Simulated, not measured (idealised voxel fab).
voxel spacer lines: a process module
Pictured: cross-section cut, 180 nm wide, on a grid of 5 nm square cells.
Square cells in a grid make up a cross-section in this document, and the grid is given as bands, listed from the top down, each one or more rows of cells.
Heads up on the band format: heights come first, top then bottom, in nm. After that it's the materials left to right, each with its width in nm. A single material flagged "all across" fills the whole band edge to edge, and "air" means there's empty space there.
Zero point of the height axis is 0; under it, received wafer = one material. Lowest band: continues down indefinitely, "0 and below".
Quick explanation for "30..40": the width changes in equal steps down the rows of cells, from the first number in the band's top row to the second number in its bottom row.
You'll sometimes find "nothing altered" written for a step, and that's the way of saying that nowhere in the cross-section did a cell change during that step.
What "Fully sealed cavities" gives you is every empty space of 8 cells or more that is cut off from the top. Each appears as width x height at distance, with the distance taken from the left edge and width, height and distance all in nm.
Where a step's line continues beyond its settings, the continuation is a remark by the simulator itself on that step.
If you see "overlay nm" on a step's line and that step has a mask, it's telling you how far right of where it was planned the mask ended up; a negative number means it went left instead.

INTENDED PROCESS STEPS
1,RECEIVE (material Si)
2,CONFORMAL_DEP (material Al2O3; thk nm 10)
3,DIRECTIONAL_DEP (material TiN; thk nm 10)
4,DIRECTIONAL_DEP (material aC; thk nm 30)
5,PATTERN (tone cover; mask id MANDREL; material resist; width nm 25; pitch nm 70; thk nm 35; overlay nm 0)
6,DIRECTIONAL_ETCH (etch materials aC; depth nm 30)
7,STRIP (etch materials resist)
8,CONFORMAL_DEP (material SiN; thk nm 10)
9,DIRECTIONAL_ETCH (etch materials SiN; depth nm 10)
10,STRIP (etch materials aC)
11,DIRECTIONAL_ETCH (etch materials TiN; depth nm 10)
12,STRIP (etch materials SiN)
13,FILL_DEP (material lowk; thk nm 10)
14,CMP (height nm 20)

THE CROSS-SECTION HERE SHOWS THE WAFER AS RECEIVED, I.E. IN ITS STATE AFTER STEP 1
    0 and below  Si all across
    Fully sealed cavities: none

MODULE COMPLETE - CROSS-SECTION OF THE FIRST OF TWO WAFERS, RUN ACCORDING TO PLAN
    20 down to 10  lowk (30)  TiN (10)  lowk (25)  TiN (10)  lowk (25)  TiN (10)  lowk (25)  TiN (10)  lowk (35)
    10 down to 0  Al2O3 all across
    0 and below  Si all across
    Fully sealed cavities: none

MODULE END: CROSS-SECTION OF WAFER TWO OF TWO. SAME START AND PROCESS PLAN AS THE FIRST WAFER. ONE MISTAKE DURING EXECUTION
    20 down to 10  lowk (30)  TiN (10)  lowk (25)  TiN (10)  lowk (25)  TiN (10)  lowk (25)  TiN (10)  lowk (35)
    10 down to 0  lowk all across
    0 and below  Si all across
    Fully sealed cavities: none
So what did we get wrong on this run? step 2 was processed under conditions differing from the plan, specifically as CONFORMAL_DEP (material lowk; thk nm 10)
Materials where the second wafer ends with more or fewer cells than the first: Al2O3: 72 fewer; lowk: 72 more
